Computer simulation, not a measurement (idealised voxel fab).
This section sets out a process module, namely voxel spacer lines.
Displayed cross-section: cut, width of 205 nm, square cells sized 5 nm.
In this document a cross-section is written as a grid of square cells. It is given as a series of bands, listed from the top down, and a band is one or more rows of cells. For a band, the entry starts with two heights in nm, that of the top and then that of the bottom, and carries on with the band's materials in order from left to right, each alongside its width in nm; the word "full width" beside a single material means it fills the band edge to edge, and "empty" means empty space. Heads up on the height convention: 0 is the point under which the incoming wafer is all one material, and the lowest band has no bottom, it just keeps going down, like "from 0 down". When a width is written as two numbers, as in "30..40", the first number is the width in the top row of cells of the band and the second is the width in its bottom row, and the width changes by the same amount from each row to the next. Given "no alterations made" for a step, no cell of the cross-section differs between before and after that step. This entry, "Non-vented voids", enumerates those empty regions of no fewer than 8 cells that possess no open connection to the top. Each region is reported in the form width x height at distance, the distance being taken from the left edge, with all three quantities expressed in nm. That trailing text on a step's line, after the settings, is the simulator's own remark on the step. overlay nm: how far to the right of its planned place the mask lay on this masked step (negative: to the left).

**Set out below are the planned steps of the process**
- 1: RECEIVE with material Si
- 2: CONFORMAL_DEP with material Al2O3, thk nm 10
- 3: DIRECTIONAL_DEP with material polySi, thk nm 20
- 4: DIRECTIONAL_DEP with material aC, thk nm 25
- 5: PATTERN with tone cover, mask id MANDREL, material resist, width nm 15, pitch nm 60, thk nm 35, overlay nm 0
- 6: DIRECTIONAL_ETCH with etch materials aC, depth nm 25
- 7: STRIP with etch materials resist
- 8: CONFORMAL_DEP with material SiN, thk nm 15
- 9: DIRECTIONAL_ETCH with etch materials SiN, depth nm 15
- 10: STRIP with etch materials aC
- 11: DIRECTIONAL_ETCH with etch materials polySi, depth nm 20
- 12: STRIP with etch materials SiN
- 13: FILL_DEP with material SiO2, thk nm 10
- 14: CMP with height nm 30

**Account of the first of two wafers, which was processed as intended**

**Cross-section, incoming material, after step 1**
    from 0 down: Si full width
    Non-vented voids: none

**Wafer after step 2 (cross-section)**
    from 10 to 0: Al2O3 full width
    No changes below 0.

**Wafer after step 3 (cross-section)**
    from 30 to 10: polySi full width
    No changes below 10.

**Wafer after step 4 (cross-section)**
    from 55 to 30: aC full width
    No changes below 30.

**Wafer after step 5 (cross-section)**
    from 90 to 55: empty=65 | resist=15 | empty=45 | resist=15 | empty=65
    No changes below 55.

**Wafer after step 6 (cross-section)**
    from 65 to 55: empty=65 | resist=15 | empty=45 | resist=15 | empty=65
    from 55 to 30: empty=65 | aC=15 | empty=45 | aC=15 | empty=65
    No changes below 30.

**Wafer after step 7 (cross-section)**
    from 55 to 30: empty=65 | aC=15 | empty=45 | aC=15 | empty=65
    No changes below 30.

**Wafer after step 8 (cross-section)**
    from 70 to 55: empty=50 | SiN=45 | empty=15 | SiN=45 | empty=50
    from 55 to 45: empty=50 | SiN=15 | aC=15 | SiN=15 | empty=15 | SiN=15 | aC=15 | SiN=15 | empty=50
    from 45 to 30: SiN=65 | aC=15 | SiN=45 | aC=15 | SiN=65
    No changes below 30.

**Wafer after step 9 (cross-section)**
    from 55 to 30: empty=50 | SiN=15 | aC=15 | SiN=15 | empty=15 | SiN=15 | aC=15 | SiN=15 | empty=50
    No changes below 30.

**Wafer after step 10 (cross-section)**
    from 55 to 30: empty=50 | SiN=15 | empty=15 | SiN=15 | empty=15 | SiN=15 | empty=15 | SiN=15 | empty=50
    No changes below 30.

**Wafer after step 11 (cross-section)**
    from 55 to 30: empty=50 | SiN=15 | empty=15 | SiN=15 | empty=15 | SiN=15 | empty=15 | SiN=15 | empty=50
    from 30 to 10: empty=50 | polySi=15 | empty=15 | polySi=15 | empty=15 | polySi=15 | empty=15 | polySi=15 | empty=50
    No changes below 10.

**Wafer after step 12 (cross-section)**
    from 30 to 10: empty=50 | polySi=15 | empty=15 | polySi=15 | empty=15 | polySi=15 | empty=15 | polySi=15 | empty=50
    No changes below 10.

**Wafer after step 13 (cross-section)**
    from 40 to 30: SiO2 full width
    from 30 to 10: SiO2=50 | polySi=15 | SiO2=15 | polySi=15 | SiO2=15 | polySi=15 | SiO2=15 | polySi=15 | SiO2=50
    No changes below 10.

**Wafer after step 14 (cross-section)**
    from 30 to 10: SiO2=50 | polySi=15 | SiO2=15 | polySi=15 | SiO2=15 | polySi=15 | SiO2=15 | polySi=15 | SiO2=50
    No changes below 10.

**second wafer: like start, like plan, one mistake. Through step 12 it matches the first wafer**

**Second wafer at the planned finish of step 13, seen in cross-section**
    from 40 to 30: Al2O3 full width
    from 30 to 10: Al2O3=50 | polySi=15 | Al2O3=15 | polySi=15 | Al2O3=15 | polySi=15 | Al2O3=15 | polySi=15 | Al2O3=50
    No changes below 10.

**Second wafer at the planned finish of step 14, seen in cross-section**
    from 30 to 10: Al2O3=50 | polySi=15 | Al2O3=15 | polySi=15 | Al2O3=15 | polySi=15 | Al2O3=15 | polySi=15 | Al2O3=50
    No changes below 10.
In executing the process, a mistake was made relative to the plan: note that step 13 departed from the planned setting and was carried out as FILL_DEP with material Al2O3, thk nm 10
Materials where the second wafer ends with more or fewer cells than the first: +116 Al2O3, -116 SiO2
